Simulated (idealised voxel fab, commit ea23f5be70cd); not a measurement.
The name of this process module is voxel capacitor over wiring.
170 nm wide, 5 nm square cells: that's cross-section cut.
Just so we're on the same page, the cross-sections are grids of square cells, and they're listed out in bands top to bottom, each band one or more rows deep.
This entry defines a band. It first specifies the height of the band's top and the height of its bottom in nm, and then specifies the band's materials from left to right, stating each material with its width in nm. The word "everywhere" identifies a single material that fills the band from edge to edge, while the word "blank" identifies empty space.
We count height from 0. Below that, the starting wafer is all one material. The lowest band never ends at the bottom but goes on down; see "0 and below" for how that is written.
Graded width ("30 to 40"): value in top row of band = first number; value in bottom row = second number; row-to-row change constant.
Where a step carries "no change", the cross-section came out of it unchanged, cell for cell.
Closed empty spaces (no open way to the top) of 8 cells or more are what "Voids, enclosed" lists, each as width x height at distance from the left edge, nm for all three.
It should be noted that, on the line of a given step, the content following the step's settings is a remark produced by the simulator itself with respect to that step.
What "overlay nm" on a step's line means: if the step has a mask, that mask lay this far to the right of its planned place, or, when the value is negative, to the left.

The steps planned for the process are as follows
- 1: RECEIVE, material Si
- 2: CONFORMAL_DEP, material SiO2, thk nm 10
- 3: DIRECTIONAL_DEP, material TiN, thk nm 5
- 4: DIRECTIONAL_DEP, material Ru, thk nm 15
- 5: MASKED_ETCH, tone cover, mask id METAL_1, width nm 20, pitch nm 80, etch materials Ru, depth nm 15, overlay nm 0
- 6: MASKED_ETCH, tone cover, mask id METAL_1, width nm 20, pitch nm 80, etch materials TiN, depth nm 5, overlay nm 0
- 7: FILL_DEP, material SiO2, thk nm 5
- 8: CMP, height nm 30
- 9: CONFORMAL_DEP, material SiCN, thk nm 5
- 10: DIRECTIONAL_DEP, material SiO2, thk nm 10
- 11: DIRECTIONAL_DEP, material aC, thk nm 10
- 12: PATTERN, tone open, mask id PLUG_1, material resist, width nm 15, thk nm 25, overlay nm 0
- 13: DIRECTIONAL_ETCH, etch materials aC, depth nm 10
- 14: STRIP, etch materials resist
- 15: DIRECTIONAL_ETCH, etch materials SiO2, depth nm 10
- 16: DIRECTIONAL_ETCH, etch materials SiCN, depth nm 5
- 17: STRIP, etch materials aC
- 18: CONFORMAL_DEP, material TiN, thk nm 5
- 19: FILL_DEP, material Cu, thk nm 5
- 20: CMP, height nm 45
- 21: DIRECTIONAL_DEP, material TiN, thk nm 10
- 22: DIRECTIONAL_DEP, material Al2O3, thk nm 5
- 23: DIRECTIONAL_DEP, material TiN, thk nm 10
- 24: MASKED_ETCH, tone cover, mask id UPPER_PLATE, width nm 65, etch materials TiN, depth nm 10, overlay nm 0
- 25: MASKED_ETCH, tone cover, mask id UPPER_PLATE, width nm 65, etch materials Al2O3, depth nm 5, overlay nm 0
- 26: PATTERN, tone cover, mask id LOWER_PLATE, material resist, width nm 75, thk nm 20, overlay nm 0
- 27: DIRECTIONAL_ETCH, etch materials TiN, depth nm 10
- 28: STRIP, etch materials resist
- 29: FILL_DEP, material SiO2, thk nm 15
- 30: CMP, height nm 80
- 31: PATTERN, tone open, mask id PLUG_2, material resist, width nm 15, thk nm 20, overlay nm 0
- 32: DIRECTIONAL_ETCH, etch materials SiO2, depth nm 10
- 33: STRIP, etch materials resist
- 34: CONFORMAL_DEP, material TiN, thk nm 5
- 35: FILL_DEP, material Ru, thk nm 10
- 36: CMP, height nm 80
- 37: CONFORMAL_DEP, material SiN, thk nm 5

Wafer at receipt (post step 1), cross-section
- 0 and below  Si everywhere
- Voids, enclosed: none

Cross-section, first of two wafers, end of module, run as planned
- 85 down to 80  SiN everywhere
- 80 down to 75  50 of SiO2, then 5 of TiN, then 5 of Ru, then 5 of TiN, then 105 of SiO2
- 75 down to 70  50 of SiO2, then 15 of TiN, then 105 of SiO2
- 70 down to 60  40 of SiO2, then 65 of TiN, then 65 of SiO2
- 60 down to 55  40 of SiO2, then 65 of Al2O3, then 65 of SiO2
- 55 down to 45  35 of SiO2, then 75 of TiN, then 60 of SiO2
- 45 down to 35  40 of SiO2, then 5 of TiN, then 5 of Cu, then 5 of TiN, then 115 of SiO2
- 35 down to 30  40 of SiCN, then 15 of TiN, then 115 of SiCN
- 30 down to 15  35 of SiO2, then 20 of Ru, then 60 of SiO2, then 20 of Ru, then 35 of SiO2
- 15 down to 10  35 of SiO2, then 20 of TiN, then 60 of SiO2, then 20 of TiN, then 35 of SiO2
- 10 down to 0  SiO2 everywhere
- 0 and below  Si everywhere
- Voids, enclosed: none

End of module, second wafer, cross-section. Started like the first, planned like the first, run with one mistake
- 85 down to 80  SiN everywhere
- 80 down to 75  50 of SiO2, then 5 of TiN, then 5 of Ru, then 5 of TiN, then 105 of SiO2
- 75 down to 70  50 of SiO2, then 15 of TiN, then 105 of SiO2
- 70 down to 60  35 of SiO2, then 5 of TiN, then 65 of SiO2, then 5 of TiN, then 60 of SiO2
- 60 down to 55  Al2O3 everywhere
- 55 down to 45  TiN everywhere
- 45 down to 35  40 of SiO2, then 5 of TiN, then 5 of Cu, then 5 of TiN, then 115 of SiO2
- 35 down to 30  40 of SiCN, then 15 of TiN, then 115 of SiCN
- 30 down to 15  35 of SiO2, then 20 of Ru, then 60 of SiO2, then 20 of Ru, then 35 of SiO2
- 15 down to 10  35 of SiO2, then 20 of TiN, then 60 of SiO2, then 20 of TiN, then 35 of SiO2
- 10 down to 0  SiO2 everywhere
- 0 and below  Si everywhere
- Voids, enclosed: none
Where did the run depart from the plan? step 24 deviated from plan and actually ran as MASKED_ETCH, tone open, mask id UPPER_PLATE, width nm 65, etch materials TiN, depth nm 10, overlay nm 0
In the final state, the cell counts of the second wafer exceed or fall short of those of the first for the following materials: Al2O3: 21 more; SiO2: 37 fewer; TiN: 16 more
